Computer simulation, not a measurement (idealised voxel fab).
process module | voxel self aligned contacts
cross-section cut | 180 nm wide | cells 5 nm
A cross-section is a grid of square cells, given in bands from the top down. A band is one or more rows of cells.
Each band's line starts with the height of the band's top and of its bottom, in nm. Then come its materials from left to right, each with its width in nm. One material with "throughout" fills the band from edge to edge. "air" is empty space.
Height 0 is the level under which the wafer as received is all one material. The lowest band goes on downwards, as in "0 down".
A width such as "30 to 40" changes by the same amount from each row of cells to the next, from the band's top row to its bottom row.
"no change" after a step means that no cell of the cross-section changed.
closed voids: empty space of 8 cells or more with no open way to the top, each as width x height at its distance from the left edge, in nm
after a step's settings: what the simulator itself notes on the step
overlay nm, on a step with a mask: how far to the right of its planned place the mask lay; to the left if negative
plan
1 op RECEIVE | material Si
2 op CONFORMAL_DEP | material SiO2 | thk nm 5
3 op DIRECTIONAL_DEP | material polySi | thk nm 30
4 op DIRECTIONAL_DEP | material SiN | thk nm 20
5 op MASKED_ETCH | tone cover | mask id GATE | width nm 30 | pitch nm 65 | etch materials SiN | depth nm 20 | overlay nm 0
6 op MASKED_ETCH | tone cover | mask id GATE | width nm 30 | pitch nm 65 | etch materials polySi | depth nm 30 | overlay nm 0
7 op CONFORMAL_DEP | material SiN | thk nm 10
8 op DIRECTIONAL_ETCH | etch materials SiN | depth nm 10
9 op FILL_DEP | material SiO2 | thk nm 15
10 op CMP | height nm 65
11 op PATTERN | tone open | mask id CONTACT | material resist | width nm 45 | thk nm 20 | overlay nm 0
12 op DIRECTIONAL_ETCH | etch materials SiO2 | depth nm 65
13 op STRIP | etch materials resist
14 op CONFORMAL_DEP | material TiN | thk nm 5
15 op FILL_DEP | material Ru | thk nm 10
16 op CMP | height nm 65
17 op CONFORMAL_DEP | material SiN | thk nm 5
as received, after step 1
  0 down: Si throughout
  closed voids: none
first wafer at the end, as planned
  70 to 65: SiN throughout
  65 to 55: SiO2 65 | TiN 5 to 20 | Ru 35 to 5 | TiN 5 to 20 | SiO2 70
  55 to 35: SiO2 30 | SiN 50 | TiN 5 | Ru 5 | TiN 5 | SiN 50 | SiO2 35
  35 to 5: SiO2 30 | SiN 10 | polySi 30 | SiN 10 | TiN 5 | Ru 5 | TiN 5 | SiN 10 | polySi 30 | SiN 10 | SiO2 35
  5 to 0: SiO2 80 | TiN 15 | SiO2 85
  0 down: Si throughout
  closed voids: none
second wafer at the end: like start, like plan, one mistake
  70 to 65: SiN throughout
  65 to 55: SiO2 65 | TiN 5 | Ru 35 | TiN 5 | SiO2 70
  55 to 50: SiO2 65 | TiN 20 | Ru 5 | TiN 20 | SiO2 70
  50 to 30: SiO2 30 | SiN 50 | TiN 5 | Ru 5 | TiN 5 | SiN 50 | SiO2 35
  30 to 5: SiO2 30 | SiN 10 | polySi 30 | SiN 10 | TiN 5 | Ru 5 | TiN 5 | SiN 10 | polySi 30 | SiN 10 | SiO2 35
  5 to 0: SiO2 30 | SiN 10 | polySi 30 | SiN 10 | TiN 15 | SiN 10 | polySi 30 | SiN 10 | SiO2 35
  0 down: Si throughout
  closed voids: none
what went wrong: step 2 was left out
at the end the second wafer has, in cells: 6 more of Ru | 6 fewer of SiO2
